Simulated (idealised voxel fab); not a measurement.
The process module that follows is named voxel transistor to metal.
This is section cut - it's 155 nm across, gridded in 5 nm square cells.
Throughout this document, each cross-section is represented as a grid of square cells and is presented as a sequence of bands enumerated from the top downward, where a band comprises one or more rows of cells.
This entry defines a band. It first specifies the height of the band's top and the height of its bottom in nm, and then specifies the band's materials from left to right, stating each material with its width in nm. The word "everywhere" identifies a single material that fills the band from edge to edge, while the word "air" identifies empty space.
Height is counted from the level 0, under which the received wafer is composed throughout of one material. The lowest of the bands is not closed at the bottom but continues downward, in the notation "0 nm and below".
With a width like "30->40", each row of cells in the band differs from the next by the same amount, the top row carrying the first number and the bottom row the second.
Basically "identical to before" means that step didn't change any cell in the cross-section.
Reported under the label "Closed cavities" are the empty spaces having no open way to the top and comprising 8 cells or more; the notation for each is width x height at distance, in which the distance is measured from the left edge and all three values are in nm.
Anything after a step's settings on that line? It's the simulator's own note about the step.
overlay nm: how far to the right of its planned place the mask lay on this masked step (negative: to the left).
Process steps foreseen in the plan
1,RECEIVE, material Si
2,OXIDIZE, depth nm 5
3,CONFORMAL_DEP, material SiN, thk nm 15
4,DIRECTIONAL_DEP, material aC, thk nm 15
5,PATTERN, tone cover, mask id ACTIVE, material resist, width nm 110, thk nm 35, overlay nm 0
6,DIRECTIONAL_ETCH, etch materials aC, depth nm 15
7,STRIP, etch materials resist
8,DIRECTIONAL_ETCH, etch materials SiN, depth nm 15
9,DIRECTIONAL_ETCH, etch materials SiO2, depth nm 5
10,DIRECTIONAL_ETCH, etch materials Si, depth nm 35
11,STRIP, etch materials aC
12,OXIDIZE, depth nm 5
13,FILL_DEP, material SiO2, thk nm 15
14,CMP, height nm 15
15,SELECTIVE_ETCH, etch materials SiO2, depth nm 10
16,STRIP, etch materials SiN
17,SELECTIVE_ETCH, etch materials SiO2, depth nm 5
18,OXIDIZE, depth nm 5
19,DIRECTIONAL_DEP, material polySi, thk nm 25
20,DIRECTIONAL_DEP, material SiCN, thk nm 10
21,DIRECTIONAL_DEP, material aC, thk nm 10
22,PATTERN, tone cover, mask id GATE, material resist, width nm 20, thk nm 25, overlay nm 0
23,DIRECTIONAL_ETCH, etch materials aC, depth nm 10
24,STRIP, etch materials resist
25,DIRECTIONAL_ETCH, etch materials SiCN, depth nm 20
26,DIRECTIONAL_ETCH, etch materials polySi, depth nm 35
27,STRIP, etch materials aC
28,CONFORMAL_DEP, material SiN, thk nm 5
29,DIRECTIONAL_ETCH, etch materials SiN, depth nm 5
30,DIRECTIONAL_ETCH, etch materials SiO2, depth nm 5
31,DIRECTIONAL_ETCH, etch materials Si, depth nm 10
32,EPI, material pSi, thk nm 15
33,FILL_DEP, material SiO2, thk nm 10
34,CMP, height nm 30
35,DIRECTIONAL_DEP, material SiO2, thk nm 15
36,MASKED_ETCH, tone open, mask id CONTACT, width nm 30, pitch nm 60, etch materials SiO2, depth nm 50, overlay nm 0
37,CONFORMAL_DEP, material TiN, thk nm 5
38,FILL_DEP, material Ru, thk nm 10
39,CMP, height nm 45
40,CONFORMAL_DEP, material SiCN, thk nm 5
41,DIRECTIONAL_DEP, material SiO2, thk nm 25
42,PATTERN, tone open, mask id METAL_1, material resist, width nm 20, pitch nm 70, thk nm 20, overlay nm 0
43,DIRECTIONAL_ETCH, etch materials SiO2, depth nm 25
44,DIRECTIONAL_ETCH, etch materials SiCN, depth nm 5
45,STRIP, etch materials resist
46,CONFORMAL_DEP, material TiN, thk nm 5
47,FILL_DEP, material W, thk nm 5
48,CMP, height nm 75
49,EPI, material Ru, thk nm 5
50,FILL_DEP, material SiCN, thk nm 5
The cross-section here shows the wafer as received, i.e. in its state after step 1
0 nm and below | Si everywhere
Closed cavities: none
This is how the wafer looks in cross-section once the module is done, given the starting state and plan above and one mistake in carrying the plan out
85 nm to 80 nm | SiCN everywhere
80 nm to 75 nm | SiCN 25 nm, then Ru 30 nm, then SiCN 40 nm, then Ru 30 nm, then SiCN 30 nm
75 nm to 50 nm | SiO2 30 nm, then TiN 5 nm, then W 10 nm, then TiN 5 nm, then SiO2 50 nm, then TiN 5 nm, then W 10 nm, then TiN 5 nm, then SiO2 35 nm
50 nm to 45 nm | SiCN 30 nm, then TiN 20 nm, then SiCN 50 nm, then TiN 20 nm, then SiCN 35 nm
45 nm to 35 nm | SiO2 30 nm, then TiN 5 nm, then Ru 20 nm, then TiN 5 nm, then SiO2 30 nm, then TiN 5 nm, then Ru 20 nm, then TiN 5 nm, then SiO2 35 nm
35 nm to 30 nm | SiO2 30 nm, then TiN 5 nm, then Ru 15 nm, then TiN 10 nm, then SiO2 30 nm, then TiN 10 nm, then Ru 15 nm, then TiN 5 nm, then SiO2 35 nm
30 nm to 20 nm | SiO2 30 nm, then TiN 5 nm, then Ru 15 nm, then TiN 5 nm, then SiN 5 nm, then SiCN 30 nm, then SiN 5 nm, then TiN 5 nm, then Ru 15 nm, then TiN 5 nm, then SiO2 35 nm
20 nm to 10 nm | SiO2 30 nm, then TiN 5 nm, then Ru 15 nm, then TiN 5 nm, then SiN 5 nm, then polySi 30 nm, then SiN 5 nm, then TiN 5 nm, then Ru 15 nm, then TiN 5 nm, then SiO2 35 nm
10 nm to 5 nm | SiO2 30 nm, then TiN 25 nm, then SiN 5 nm, then polySi 30 nm, then SiN 5 nm, then TiN 25 nm, then SiO2 35 nm
5 nm to 0 nm | SiO2 30 nm, then TiN 10 nm, then pSi 15 nm, then SiN 5 nm, then polySi 30 nm, then SiN 5 nm, then pSi 15 nm, then TiN 10 nm, then SiO2 35 nm
0 nm to -5 nm | SiO2 15 nm, then SiN 5 nm, then SiO2 10 nm, then TiN 10 nm, then pSi 15 nm, then SiN 5 nm, then polySi 30 nm, then SiN 5 nm, then pSi 15 nm, then TiN 10 nm, then SiO2 10 nm, then SiN 5 nm, then SiO2 20 nm
-5 nm to -10 nm | SiO2 20 nm, then pSi 35 nm, then SiO2 40 nm, then pSi 35 nm, then SiO2 25 nm
-10 nm to -20 nm | SiO2 25 nm, then pSi 30 nm, then Si 40 nm, then pSi 30 nm, then SiO2 30 nm
-20 nm to -45 nm | SiO2 25 nm, then Si 100 nm, then SiO2 30 nm
-45 nm and below | Si everywhere
Closed cavities: none
Processing error: step 22, actual vs plan mismatch, actual run PATTERN, tone cover, mask id GATE, material resist, width nm 30, thk nm 25, overlay nm 0
